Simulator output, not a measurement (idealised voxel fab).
The name of this process module is voxel transistor to metal.
The cross-section shown here is cut; it is 205 nm wide and divided into square cells measuring 5 nm on a side.
How to read a cross-section here: the picture is a grid of square cells, written as bands going from the top down, and any band can span one or more rows of cells.
Top, bottom (nm), then materials left to right with widths (nm); lone material tagged "throughout" fills the whole band edge to edge; "blank" = empty space.
Height 0 is the level under which the wafer as received is all one material. The lowest band goes on downwards, as in "from 0 down".
Graded width ("30->40"): value in top row of band = first number; value in bottom row = second number; row-to-row change constant.
The designation "everything unchanged", where it is given for a processing step, indicates that no cell of the cross-section was altered in the course of that step.
Entry "Fully sealed cavities" = empty spaces >= 8 cells with no open way to the top; each as width x height at distance, distance from left edge, all nm.
Past the settings on a step's line: simulator remark, on that step.
The optional step-line setting "overlay nm" applies to steps with a mask and quantifies how far to the right of its planned location the mask lay, a negative value indicating leftward placement.

**The following list gives the planned process steps**
1) RECEIVE,material Si
2) CONFORMAL_DEP,material SiO2,thk nm 5
3) CONFORMAL_DEP,material SiN,thk nm 10
4) DIRECTIONAL_DEP,material aC,thk nm 10
5) PATTERN,tone cover,mask id ACTIVE,material resist,width nm 135,thk nm 30,overlay nm 0
6) DIRECTIONAL_ETCH,etch materials aC,depth nm 10
7) STRIP,etch materials resist
8) DIRECTIONAL_ETCH,etch materials SiN,depth nm 10
9) DIRECTIONAL_ETCH,etch materials SiO2,depth nm 5
10) DIRECTIONAL_ETCH,etch materials Si,depth nm 30
11) STRIP,etch materials aC
12) FILL_DEP,material SiO2,thk nm 15
13) CMP,height nm 15
14) SELECTIVE_ETCH,etch materials SiO2,depth nm 10
15) STRIP,etch materials SiN
16) SELECTIVE_ETCH,etch materials SiO2,depth nm 5
17) OXIDIZE,depth nm 5
18) DIRECTIONAL_DEP,material polySi,thk nm 25
19) DIRECTIONAL_DEP,material SiCN,thk nm 15
20) MASKED_ETCH,tone cover,mask id GATE,width nm 35,etch materials SiCN,depth nm 25,overlay nm 0
21) MASKED_ETCH,tone cover,mask id GATE,width nm 25,etch materials polySi,depth nm 35,overlay nm 0
22) CONFORMAL_DEP,material SiN,thk nm 10
23) DIRECTIONAL_ETCH,etch materials SiN,depth nm 10
24) DIRECTIONAL_ETCH,etch materials SiO2,depth nm 5
25) DIRECTIONAL_ETCH,etch materials Si,depth nm 5
26) EPI,material SiGe,thk nm 5
27) FILL_DEP,material SiO2,thk nm 5
28) CMP,height nm 25
29) STRIP,etch materials polySi
30) SELECTIVE_ETCH,etch materials SiO2,depth nm 5
31) CONFORMAL_DEP,material HfO2,thk nm 5
32) CONFORMAL_DEP,material TiN,thk nm 5
33) FILL_DEP,material W,thk nm 10
34) CMP,height nm 20
35) DIRECTIONAL_DEP,material SiO2,thk nm 15
36) PATTERN,tone open,mask id CONTACT,material resist,width nm 20,pitch nm 95,thk nm 20,overlay nm 0
37) DIRECTIONAL_ETCH,etch materials SiO2,depth nm 40
38) STRIP,etch materials resist
39) CONFORMAL_DEP,material TiN,thk nm 5
40) FILL_DEP,material W,thk nm 5
41) CMP,height nm 35
42) DIRECTIONAL_DEP,material TiN,thk nm 5
43) DIRECTIONAL_DEP,material W,thk nm 25
44) DIRECTIONAL_DEP,material aC,thk nm 15
45) PATTERN,tone cover,mask id METAL_1,material resist,width nm 20,pitch nm 95,thk nm 30,overlay nm 0
46) DIRECTIONAL_ETCH,etch materials aC,depth nm 15
47) STRIP,etch materials resist
48) DIRECTIONAL_ETCH,etch materials W,depth nm 25
49) DIRECTIONAL_ETCH,etch materials TiN,depth nm 5
50) STRIP,etch materials aC
51) CONFORMAL_DEP,material SiN,thk nm 5
52) FILL_DEP,material lowk,thk nm 10
53) CMP,height nm 65
54) CONFORMAL_DEP,material SiCN,thk nm 5
It is noted that the wafers described herein are identical at the outset and are distinguished by the width nm of step 21; the value stated in the plan corresponds to the first wafer.

**First of several wafers, received after step 1, in cross-section**
* from 0 down  Si throughout
* Fully sealed cavities: none

**The table below has one row for each wafer; a row shows, as of the end of the module, how many cells of each material the wafer has gained, marked (+), or lost, marked (-), since it was received, and then the wafer's closed voids**
width nm 25, +17 HfO2, -127 Si, +41 SiCN, +18 SiGe, +69 SiN, +279 SiO2, +55 TiN, +77 W, +145 lowk, Fully sealed cavities: none
width nm 30, +17 HfO2, -127 Si, +41 SiCN, +18 SiGe, +69 SiN, +279 SiO2, +55 TiN, +77 W, +145 lowk, Fully sealed cavities: none
width nm 35, +17 HfO2, -127 Si, +41 SiCN, +18 SiGe, +69 SiN, +279 SiO2, +55 TiN, +77 W, +145 lowk, Fully sealed cavities: none
width nm 40, +18 HfO2, -126 Si, +41 SiCN, +17 SiGe, +69 SiN, +274 SiO2, +56 TiN, +80 W, +145 lowk, Fully sealed cavities: none
width nm 45, +19 HfO2, -125 Si, +41 SiCN, +16 SiGe, +69 SiN, +269 SiO2, +57 TiN, +83 W, +145 lowk, Fully sealed cavities: none
width nm 50, +20 HfO2, -124 Si, +41 SiCN, +15 SiGe, +69 SiN, +265 SiO2, +58 TiN, +85 W, +145 lowk, Fully sealed cavities: none
